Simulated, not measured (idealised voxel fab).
Documented hereafter: the process module known as voxel self aligned contacts.
Shown is cross-section cut, with a width of 285 nm and square cells of size 5 nm.
Cross-section layout: square cells on a grid; listed as bands, top to bottom; a band spans one or more cell rows. Per band: top height and bottom height in nm, followed by the left-to-right materials and their widths in nm; "all across" marks a single material spanning edge to edge, "empty" marks empty space. Heads up on the height convention: 0 is the point under which the incoming wafer is all one material, and the lowest band has no bottom, it just keeps going down, like "0 down". The two numbers in a width such as "30->40" mark its ends across the band: the first belongs to the top row of cells, the second to the bottom row, and from each row to the next the width moves by the same amount. Step note "everything unchanged" = no cross-section cell changed. The entry "Closed void register" lists the empty spaces that cover at least 8 cells and have no open path to the top. Each is written as width x height at distance, where the distance is measured from the left edge and all three values are in nm. Heads up: the bit after the settings on a step's line is the simulator's remark on that step. A step's line can hold "overlay nm"; with a mask on that step, the setting says how far right of the planned place the mask lay, while a negative setting says it lay to the left.
THE PLANNED PROCESS STEPS ARE ENUMERATED HEREUNDER
1) RECEIVE | material Si
2) OXIDIZE | depth nm 5
3) DIRECTIONAL_DEP | material polySi | thk nm 25
4) DIRECTIONAL_DEP | material SiN | thk nm 15
5) DIRECTIONAL_DEP | material aC | thk nm 15
6) PATTERN | tone cover | mask id GATE | material resist | width nm 15 | pitch nm 55 | thk nm 30 | overlay nm 0
7) DIRECTIONAL_ETCH | etch materials aC | depth nm 15
8) STRIP | etch materials resist
9) DIRECTIONAL_ETCH | etch materials SiN | depth nm 15
10) DIRECTIONAL_ETCH | etch materials polySi | depth nm 25
11) STRIP | etch materials aC
12) CONFORMAL_DEP | material SiN | thk nm 5
13) DIRECTIONAL_ETCH | etch materials SiN | depth nm 5
14) FILL_DEP | material SiO2 | thk nm 10
15) CMP | height nm 45
16) MASKED_ETCH | tone open | mask id CONTACT | width nm 40 | pitch nm 55 | etch materials SiO2 | depth nm 50 | overlay nm 0
17) CONFORMAL_DEP | material TiN | thk nm 5
18) FILL_DEP | material W | thk nm 5
19) CMP | height nm 45
20) CONFORMAL_DEP | material SiN | thk nm 5
What sets these wafers apart? The width nm at step 6. They all start alike, and the plan carries the first wafer's value.
STEP 1 COMPLETE: AS-RECEIVED CROSS-SECTION OF THE FIRST OF SEVERAL WAFERS
> 0 down  Si all across
> Closed void register: none
TAKE ANY ROW AND YOU HAVE A WAFER AT THE END OF THE MODULE: HOW MANY CELLS OF EACH MATERIAL IT HAS GAINED (+) OR LOST (-) SINCE IT WAS RECEIVED, AND THEN ITS CLOSED VOIDS
width nm 15; -57 Si; +132 SiN; +326 SiO2; +52 TiN; +72 W; +45 polySi; Closed void register: none
width nm 20; -57 Si; +141 SiN; +320 SiO2; +52 TiN; +54 W; +60 polySi; Closed void register: none
width nm 25; -57 Si; +150 SiN; +314 SiO2; +52 TiN; +36 W; +75 polySi; Closed void register: none
width nm 30; -57 Si; +159 SiN; +308 SiO2; +52 TiN; +18 W; +90 polySi; Closed void register: none
width nm 35; -57 Si; +168 SiN; +302 SiO2; +52 TiN; +105 polySi; Closed void register: none
width nm 40; -57 Si; +177 SiN; +296 SiO2; +34 TiN; +120 polySi; Closed void register: none
